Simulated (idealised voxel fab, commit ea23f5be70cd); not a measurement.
Process module in this document: voxel capacitor over wiring
Each square cell in cross-section cut measures 5 nm, and the section as a whole is 175 nm wide.
Cross-section format: a grid of square cells, given as bands from top to bottom; each band is one or more rows of cells.
Per band: top height and bottom height in nm, followed by the left-to-right materials and their widths in nm; "full width" marks a single material spanning edge to edge, "empty" marks empty space.
Heights are measured from 0, the level below which the as-received wafer is all one material; the lowest band has no bottom and continues downward, written as in "0..down".
Read "30 to 40" as a graded width: first number on top, second number at the bottom, same change between each pair of neighbouring rows.
"nothing different" means the step left every cell of the cross-section as it was.
You'll see "Enclosed void catalog" listing empty spaces that have no way open to the top, as long as they're 8 cells or more; the notation is width x height at distance, where the distance is from the left edge, and all of it is in nm.
Post-settings text on a step line: simulator's own remark regarding the step.
For masked steps, "overlay nm" on the step line gives how far right of plan the mask actually lay; a minus sign means it lay to the left.
plan:
1: RECEIVE,material Si
2: CONFORMAL_DEP,material SiO2,thk nm 15
3: CONFORMAL_DEP,material SiCN,thk nm 5
4: DIRECTIONAL_DEP,material SiO2,thk nm 15
5: PATTERN,tone open,mask id METAL_1,material resist,width nm 25,pitch nm 80,thk nm 20,overlay nm 0
6: DIRECTIONAL_ETCH,etch materials SiO2,depth nm 15
7: DIRECTIONAL_ETCH,etch materials SiCN,depth nm 5
8: STRIP,etch materials resist
9: CONFORMAL_DEP,material TiN,thk nm 5
10: FILL_DEP,material W,thk nm 10
11: CMP,height nm 35
12: CONFORMAL_DEP,material SiCN,thk nm 5
13: DIRECTIONAL_DEP,material lowk,thk nm 20
14: DIRECTIONAL_DEP,material aC,thk nm 15
15: PATTERN,tone open,mask id PLUG_1,material resist,width nm 15,thk nm 35,overlay nm 0
16: DIRECTIONAL_ETCH,etch materials aC,depth nm 15
17: STRIP,etch materials resist
18: DIRECTIONAL_ETCH,etch materials lowk,depth nm 20
19: DIRECTIONAL_ETCH,etch materials SiCN,depth nm 5
20: STRIP,etch materials aC
21: EPI,material Ru,thk nm 10
22: EPI,material Ru,thk nm 10
23: EPI,material Ru,thk nm 5
24: DIRECTIONAL_DEP,material TiN,thk nm 10
25: DIRECTIONAL_DEP,material Al2O3,thk nm 5
26: DIRECTIONAL_DEP,material TiN,thk nm 5
27: PATTERN,tone cover,mask id UPPER_PLATE,material resist,width nm 60,thk nm 20,overlay nm 0
28: DIRECTIONAL_ETCH,etch materials TiN,depth nm 5
29: DIRECTIONAL_ETCH,etch materials Al2O3,depth nm 5
30: STRIP,etch materials resist
31: DIRECTIONAL_DEP,material aC,thk nm 10
32: PATTERN,tone cover,mask id LOWER_PLATE,material resist,width nm 70,thk nm 30,overlay nm 0
33: DIRECTIONAL_ETCH,etch materials aC,depth nm 10
34: STRIP,etch materials resist
35: DIRECTIONAL_ETCH,etch materials TiN,depth nm 10
36: STRIP,etch materials aC
37: FILL_DEP,material SiO2,thk nm 20
38: CMP,height nm 95
39: MASKED_ETCH,tone open,mask id PLUG_2,width nm 15,etch materials SiO2,depth nm 15,overlay nm 0
40: CONFORMAL_DEP,material TiN,thk nm 5
41: FILL_DEP,material Ru,thk nm 5
42: CMP,height nm 95
43: CONFORMAL_DEP,material SiCN,thk nm 5
Wafer as received: cross-section following step 1:
  0..down = Si full width
  Enclosed void catalog: none
First of two wafers, end-of-module section, run followed plan:
  100..95 = SiCN full width
  95..85 = 55 of SiO2, then 5 of TiN, then 5 of Ru, then 5 of TiN, then 105 of SiO2
  85..75 = 55 to 45 of SiO2, then 15 to 60 of TiN, then 105 to 70 of SiO2
  75..70 = 45 of SiO2, then 60 of Al2O3, then 70 of SiO2
  70..60 = 40 of SiO2, then 70 of TiN, then 65 of SiO2
  60..40 = 45 of lowk, then 15 of Ru, then 115 of lowk
  40..35 = 45 of SiCN, then 15 of Ru, then 115 of SiCN
  35..20 = 35 of SiO2, then 5 of TiN, then 15 of W, then 5 of TiN, then 55 of SiO2, then 5 of TiN, then 15 of W, then 5 of TiN, then 35 of SiO2
  20..15 = 35 of SiCN, then 25 of TiN, then 55 of SiCN, then 25 of TiN, then 35 of SiCN
  15..0 = SiO2 full width
  0..down = Si full width
  Enclosed void catalog: none
Same start, same plan as the first wafer - but one mistake in the run. Cross-section of the second of the two at the end of the module:
  100..95 = SiCN full width
  95..85 = 55 of SiO2, then 5 of TiN, then 5 of Ru, then 5 of TiN, then 105 of SiO2
  85..80 = 55 of SiO2, then 15 of TiN, then 105 of SiO2
  80..75 = SiO2 full width
  75..70 = 45 of SiO2, then 60 of TiN, then 70 of SiO2
  70..60 = 40 of SiO2, then 70 of TiN, then 65 of SiO2
  60..40 = 45 of lowk, then 15 of Ru, then 115 of lowk
  40..35 = 45 of SiCN, then 15 of Ru, then 115 of SiCN
  35..20 = 35 of SiO2, then 5 of TiN, then 15 of W, then 5 of TiN, then 55 of SiO2, then 5 of TiN, then 15 of W, then 5 of TiN, then 35 of SiO2
  20..15 = 35 of SiCN, then 25 of TiN, then 55 of SiCN, then 25 of TiN, then 35 of SiCN
  15..0 = SiO2 full width
  0..down = Si full width
  Enclosed void catalog: none
So what did we get wrong on this run? step 25 was dropped from the plan's execution and never run
Final difference in cells, second wafer against first, listed per material as more or fewer: Al2O3: 12 fewer; SiO2: 12 more
